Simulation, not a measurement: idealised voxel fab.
process module | voxel self aligned vias
cross-section cut | 270 nm wide | cells 5 nm
A cross-section is a grid of square cells, given in bands from the top down. A band is one or more rows of cells.
Each band's line starts with the height of the band's top and of its bottom, in nm. Then come its materials from left to right, each with its width in nm. One material with "throughout" fills the band from edge to edge. "air" is empty space.
Height 0 is the level under which the wafer as received is all one material. The lowest band goes on downwards, as in "0 down".
A width such as "30 to 40" changes by the same amount from each row of cells to the next, from the band's top row to its bottom row.
"no change" after a step means that no cell of the cross-section changed.
closed voids: empty space of 8 cells or more with no open way to the top, each as width x height at its distance from the left edge, in nm
after a step's settings: what the simulator itself notes on the step
overlay nm, on a step with a mask: how far to the right of its planned place the mask lay; to the left if negative
plan
1 op RECEIVE | material Si
2 op CONFORMAL_DEP | material SiO2 | thk nm 10
3 op CONFORMAL_DEP | material SiCN | thk nm 5
4 op DIRECTIONAL_DEP | material SiO2 | thk nm 30
5 op PATTERN | tone open | mask id LINES | material resist | width nm 20 | pitch nm 55 | thk nm 15 | overlay nm 0
6 op DIRECTIONAL_ETCH | etch materials SiO2 | depth nm 30
7 op STRIP | etch materials resist
8 op CONFORMAL_DEP | material TiN | thk nm 5
9 op FILL_DEP | material W | thk nm 10
10 op CMP | height nm 45
11 op SELECTIVE_ETCH | etch materials W Ru TiN | depth nm 5
12 op FILL_DEP | material SiN | thk nm 5
13 op CMP | height nm 45
14 op DIRECTIONAL_DEP | material SiO2 | thk nm 15
15 op DIRECTIONAL_DEP | material aC | thk nm 10
16 op PATTERN | tone open | mask id VIAS | material resist | width nm 40 | pitch nm 110 | thk nm 25 | overlay nm 0
17 op DIRECTIONAL_ETCH | etch materials aC | depth nm 10
18 op STRIP | etch materials resist
19 op DIRECTIONAL_ETCH | etch materials SiO2 | depth nm 15
20 op DIRECTIONAL_ETCH | etch materials SiN | depth nm 5
21 op STRIP | etch materials aC
22 op CONFORMAL_DEP | material TiN | thk nm 5
23 op FILL_DEP | material Cu | thk nm 5
24 op CMP | height nm 60
25 op CONFORMAL_DEP | material SiN | thk nm 5
as received, after step 1
  0 down: Si throughout
  closed voids: none
first wafer at the end, as planned
  65 to 60: SiN throughout
  60 to 50: SiO2 60 | TiN 5 | Cu 30 | TiN 5 | SiO2 70 | TiN 5 | Cu 30 | TiN 5 | SiO2 60
  50 to 45: SiO2 60 | TiN 15 | Cu 10 | TiN 15 | SiO2 70 | TiN 15 | Cu 10 | TiN 15 | SiO2 60
  45 to 40: SiO2 70 | TiN 20 | SiO2 35 | SiN 20 | SiO2 35 | TiN 20 | SiO2 70
  40 to 20: SiO2 70 | TiN 5 | W 10 | TiN 5 | SiO2 35 | TiN 5 | W 10 | TiN 5 | SiO2 35 | TiN 5 | W 10 | TiN 5 | SiO2 70
  20 to 15: SiO2 70 | TiN 20 | SiO2 35 | TiN 20 | SiO2 35 | TiN 20 | SiO2 70
  15 to 10: SiCN throughout
  10 to 0: SiO2 throughout
  0 down: Si throughout
  closed voids: none
second wafer at the end: like start, like plan, one mistake
  65 to 60: SiN throughout
  60 to 50: SiO2 60 | TiN 5 | Cu 30 | TiN 5 | SiO2 70 | TiN 5 | Cu 30 | TiN 5 | SiO2 60
  50 to 45: SiO2 60 | TiN 10 | Cu 20 | TiN 10 | SiO2 70 | TiN 10 | Cu 20 | TiN 10 | SiO2 60
  45 to 40: SiO2 65 | TiN 30 | SiO2 25 | SiN 30 | SiO2 25 | TiN 30 | SiO2 65
  40 to 20: SiO2 65 | TiN 5 | W 20 | TiN 5 | SiO2 25 | TiN 5 | W 20 | TiN 5 | SiO2 25 | TiN 5 | W 20 | TiN 5 | SiO2 65
  20 to 15: SiO2 65 | TiN 30 | SiO2 25 | TiN 30 | SiO2 25 | TiN 30 | SiO2 65
  15 to 10: SiCN throughout
  10 to 0: SiO2 throughout
  0 down: Si throughout
  closed voids: none
what went wrong: step 5 ran as: op PATTERN | tone open | mask id LINES | material resist | width nm 30 | pitch nm 55 | thk nm 15 | overlay nm 0
at the end the second wafer has, in cells: 4 more of Cu | 2 more of SiN | 36 fewer of SiO2 | 6 more of TiN | 24 more of W
